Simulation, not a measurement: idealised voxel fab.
The document below concerns the process module designated voxel air gaps.
Shown is cross-section cut, with a width of 215 nm and square cells of size 5 nm.
Throughout this document, each cross-section is represented as a grid of square cells and is presented as a sequence of bands enumerated from the top downward, where a band comprises one or more rows of cells. Band: top height; bottom height; in nm. Then, left to right: material with width in nm, for each material. "everywhere": a single material spanning edge to edge. "empty": empty space. Ref level 0: as-received wafer is one material below here. Bottom band extends down with no lower bound ("0 nm and below"). Width: "30..40" (first number = top row, second number = bottom row, same change from row to row of cells). Any step labelled "no modifications" changed none of the cells in the cross-section. "Closed void list" means: voids of 8 cells or more that are shut off from the top with no open way through. Written width x height at distance, distance from the left edge, in nm. Note: text after step settings on the step line = simulator remark on that step. Among the settings permitted on a step's line is "overlay nm"; applied to a step with a mask, it specifies the extent to which the mask lay to the right of its planned position, whereas a negative figure signifies a position to the left.
## The following list gives the planned process steps
| 1 | RECEIVE | material Si |
| 2 | CONFORMAL_DEP | material SiO2 | thk nm 10 |
| 3 | CONFORMAL_DEP | material SiCN | thk nm 5 |
| 4 | DIRECTIONAL_DEP | material lowk | thk nm 35 |
| 5 | MASKED_ETCH | tone open | mask id LINES | width nm 20 | pitch nm 50 | etch materials lowk | depth nm 35 | overlay nm 0 |
| 6 | CONFORMAL_DEP | material TiN | thk nm 5 |
| 7 | FILL_DEP | material Ru | thk nm 10 |
| 8 | CMP | height nm 50 |
| 9 | EPI | material Ru | thk nm 10 |
| 10 | SELECTIVE_ETCH | etch materials lowk | depth nm 45 |
| 11 | CONFORMAL_DEP | material SiCN | thk nm 5 |
The thk nm used in step 6 is not the same on every wafer, whereas the starting condition is; the value printed in the plan is the first wafer's.
## Here's the first of the wafers in cross-section, just as we got it, i.e. after step 1
- 0 nm and below: Si everywhere
- Closed void list: none
## Where each wafer stands at the end of the module, a row apiece: cells of each material gained (+) or lost (-) since it was received, then closed voids
thk nm 5 | +112 Ru | +190 SiCN | +86 SiO2 | +64 TiN | Closed void list: 20 x 25 at 45; 20 x 25 at 95; 20 x 25 at 145
thk nm 10 | +64 Ru | +190 SiCN | +86 SiO2 | +112 TiN | Closed void list: 20 x 25 at 45; 20 x 25 at 95; 20 x 25 at 145
thk nm 15 | +64 Ru | +190 SiCN | +86 SiO2 | +112 TiN | Closed void list: 20 x 25 at 45; 20 x 25 at 95; 20 x 25 at 145
thk nm 20 | +64 Ru | +190 SiCN | +86 SiO2 | +112 TiN | Closed void list: 20 x 25 at 45; 20 x 25 at 95; 20 x 25 at 145
